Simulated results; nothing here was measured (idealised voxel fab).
Process module heading - voxel lift off
In the cross-section labelled cut, the width is 190 nm and each square cell is 5 nm.
Cross-section layout: square cells on a grid; listed as bands, top to bottom; a band spans one or more cell rows. Per band: top height and bottom height in nm, followed by the left-to-right materials and their widths in nm; "everywhere" marks a single material spanning edge to edge, "air" marks empty space. Heights are reckoned from 0. Under this level, the received wafer is all of one material. The bottommost band is open-ended downward, for example "z 0 and below". Width spec "30->40" -> top row of cells at first value, bottom row at second value, equal per-row change in between. Reading "no alterations made" for a step: not a cell of the cross-section changed in it. Heads up: "Sealed cavities" only lists the empty pockets with no open path to the top that are 8 cells or more, and it writes them as width x height at distance, distance from the left edge, in nm. after a step's settings: what the simulator itself notes on the step. "overlay nm", when on a step's line for a step with a mask, measures how far to the right of its planned place the mask lay; a negative measure means to the left.
### The steps planned for the process are as follows
1. RECEIVE,material Si
2. CONFORMAL_DEP,material Al2O3,thk nm 5
3. PATTERN,tone open,mask id LINES,material resist,width nm 30,pitch nm 55,thk nm 20,overlay nm 0
4. DIRECTIONAL_DEP,material Ru,thk nm 10
5. STRIP,etch materials resist
6. CONFORMAL_DEP,material SiCN,thk nm 5
### On the first of the two wafers: run conducted according to plan
### Cross-section of the wafer at receipt, which is the condition after step 1
    z 0 and below: Si everywhere
    Sealed cavities: none
### Wafer section view after processing step 2
    z 5 to 0: Al2O3 everywhere
    Under the height 0 nothing was changed.
### Wafer section view after processing step 3
    z 25 to 5: 50 of resist, 30 of air, 25 of resist, 30 of air, 55 of resist
    Under the height 5 nothing was changed.
### Wafer section view after processing step 4
    z 35 to 25: 50 of Ru, 30 of air, 25 of Ru, 30 of air, 55 of Ru
    z 25 to 15: 50 of resist, 30 of air, 25 of resist, 30 of air, 55 of resist
    z 15 to 5: 50 of resist, 30 of Ru, 25 of resist, 30 of Ru, 55 of resist
    Under the height 5 nothing was changed.
### Wafer section view after processing step 5
    z 15 to 5: 50 of air, 30 of Ru, 25 of air, 30 of Ru, 55 of air
    Under the height 5 nothing was changed.
### Wafer section view after processing step 6
    z 20 to 15: 45 of air, 40 of SiCN, 15 of air, 40 of SiCN, 50 of air
    z 15 to 10: 45 of air, 5 of SiCN, 30 of Ru, 5 of SiCN, 15 of air, 5 of SiCN, 30 of Ru, 5 of SiCN, 50 of air
    z 10 to 5: 50 of SiCN, 30 of Ru, 25 of SiCN, 30 of Ru, 55 of SiCN
    Under the height 5 nothing was changed.
### Notes, second wafer: start = first wafer's, plan = first wafer's, execution had one mistake; history identical to first through step 3
### Cross-sectional view of the second wafer at the intended end time of process step 4
    z 35 to 25: 50 of SiCN, 30 of air, 25 of SiCN, 30 of air, 55 of SiCN
    z 25 to 15: 50 of resist, 30 of air, 25 of resist, 30 of air, 55 of resist
    z 15 to 5: 50 of resist, 30 of SiCN, 25 of resist, 30 of SiCN, 55 of resist
    Under the height 5 nothing was changed.
### Cross-sectional view of the second wafer at the intended end time of process step 5
    z 15 to 5: 50 of air, 30 of SiCN, 25 of air, 30 of SiCN, 55 of air
    Under the height 5 nothing was changed.
### Cross-sectional view of the second wafer at the intended end time of process step 6
    z 20 to 10: 45 of air, 40 of SiCN, 15 of air, 40 of SiCN, 50 of air
    z 10 to 5: SiCN everywhere
    Under the height 5 nothing was changed.
Misprocessing identified: in deviation from the planned setting, step 4 was conducted as DIRECTIONAL_DEP,material SiCN,thk nm 10
The closing comparison, in cells, has the second wafer with more or fewer of some materials than the first: Ru: 24 fewer; SiCN: 24 more
